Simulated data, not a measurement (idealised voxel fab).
You're looking at the process module voxel air gaps.
Pictured: cross-section cut, 265 nm wide, on a grid of 5 nm square cells.
Cross-section layout: square cells on a grid; listed as bands, top to bottom; a band spans one or more cell rows. Heights first: top, then bottom, in nm. Then materials, left to right, each with a width in nm. "throughout" on a single material: fills the band edge to edge. "air": empty space. Note: height 0 marks the level under which the wafer is uniformly one material as received. Lowest band unbounded below, written "0 nm and below". Quick explanation for "30..40": the width changes in equal steps down the rows of cells, from the first number in the band's top row to the second number in its bottom row. "nothing got changed" for a step: no cell of the cross-section changed in that step. Look at "Voids, sealed" for the closed voids: empty spaces with no open path to the top, sized 8 cells or up. Each is width x height at distance, distance from the left edge, all nm. Note: text after step settings on the step line = simulator remark on that step. When a step includes a mask, the "overlay nm" setting on its line states how far to the right of its planned place that mask lay, and negative values state how far to the left.

# The process steps that were planned are listed below
step 1: RECEIVE | material Si
step 2: CONFORMAL_DEP | material SiO2 | thk nm 15
step 3: CONFORMAL_DEP | material SiCN | thk nm 5
step 4: DIRECTIONAL_DEP | material lowk | thk nm 35
step 5: MASKED_ETCH | tone open | mask id LINES | width nm 20 | pitch nm 50 | etch materials lowk | depth nm 35 | overlay nm -15
step 6: CONFORMAL_DEP | material TiN | thk nm 5
step 7: FILL_DEP | material Ru | thk nm 5
step 8: CMP | height nm 55
step 9: EPI | material Ru | thk nm 10
step 10: SELECTIVE_ETCH | etch materials lowk | depth nm 45
step 11: CONFORMAL_DEP | material SiCN | thk nm 5
Variable across wafers: step 5 overlay nm (plan value is that of the first wafer; starting state common to all).

# Cross-section of the first incoming wafer of several, state after step 1
* 0 nm and below = Si throughout
* Voids, sealed: none

# Here's the first of several wafers in cross-section, end of the module, after the last step, step 11
* 70 nm to 65 nm = air (40) / SiCN (150) / air (75)
* 65 nm to 55 nm = air (40) / SiCN (5) / Ru (40) / SiCN (10) / Ru (40) / SiCN (10) / Ru (40) / SiCN (5) / air (75)
* 55 nm to 50 nm = air (40) / SiCN (15) / TiN (5) / Ru (10) / TiN (5) / SiCN (30) / TiN (5) / Ru (10) / TiN (5) / SiCN (30) / TiN (5) / Ru (10) / TiN (5) / SiCN (15) / air (75)
* 50 nm to 25 nm = air (50) / SiCN (5) / TiN (5) / Ru (10) / TiN (5) / SiCN (5) / air (20) / SiCN (5) / TiN (5) / Ru (10) / TiN (5) / SiCN (5) / air (20) / SiCN (5) / TiN (5) / Ru (10) / TiN (5) / SiCN (5) / air (85)
* 25 nm to 20 nm = SiCN (55) / TiN (20) / SiCN (30) / TiN (20) / SiCN (30) / TiN (20) / SiCN (90)
* 20 nm to 15 nm = SiCN throughout
* 15 nm to 0 nm = SiO2 throughout
* 0 nm and below = Si throughout
* Voids, sealed: 20 x 25 at 80; 20 x 25 at 130

# Cross-section, module end, final of several wafers
* 70 nm to 65 nm = air (70) / SiCN (150) / air (45)
* 65 nm to 55 nm = air (70) / SiCN (5) / Ru (40) / SiCN (10) / Ru (40) / SiCN (10) / Ru (40) / SiCN (5) / air (45)
* 55 nm to 50 nm = air (70) / SiCN (15) / TiN (5) / Ru (10) / TiN (5) / SiCN (30) / TiN (5) / Ru (10) / TiN (5) / SiCN (30) / TiN (5) / Ru (10) / TiN (5) / SiCN (15) / air (45)
* 50 nm to 25 nm = air (80) / SiCN (5) / TiN (5) / Ru (10) / TiN (5) / SiCN (5) / air (20) / SiCN (5) / TiN (5) / Ru (10) / TiN (5) / SiCN (5) / air (20) / SiCN (5) / TiN (5) / Ru (10) / TiN (5) / SiCN (5) / air (55)
* 25 nm to 20 nm = SiCN (85) / TiN (20) / SiCN (30) / TiN (20) / SiCN (30) / TiN (20) / SiCN (60)
* 20 nm to 15 nm = SiCN throughout
* 15 nm to 0 nm = SiO2 throughout
* 0 nm and below = Si throughout
* Voids, sealed: 20 x 25 at 110; 20 x 25 at 160

# Below is a per-wafer table. In it, each row describes the wafer at the end of the module by giving, for each material, the number of cells gained (+) or lost (-) since the wafer was received, and after that the closed voids of the wafer
overlay nm -15, +84 Ru, +184 SiCN, +159 SiO2, +48 TiN, Voids, sealed: 20 x 25 at 80; 20 x 25 at 130
overlay nm -10, +84 Ru, +184 SiCN, +159 SiO2, +48 TiN, Voids, sealed: 20 x 25 at 85; 20 x 25 at 135
overlay nm -5, +84 Ru, +184 SiCN, +159 SiO2, +48 TiN, Voids, sealed: 20 x 25 at 90; 20 x 25 at 140
overlay nm 0, +84 Ru, +184 SiCN, +159 SiO2, +48 TiN, Voids, sealed: 20 x 25 at 95; 20 x 25 at 145
overlay nm 5, +84 Ru, +184 SiCN, +159 SiO2, +48 TiN, Voids, sealed: 20 x 25 at 100; 20 x 25 at 150
overlay nm 10, +84 Ru, +184 SiCN, +159 SiO2, +48 TiN, Voids, sealed: 20 x 25 at 105; 20 x 25 at 155
overlay nm 15, +84 Ru, +184 SiCN, +159 SiO2, +48 TiN, Voids, sealed: 20 x 25 at 110; 20 x 25 at 160
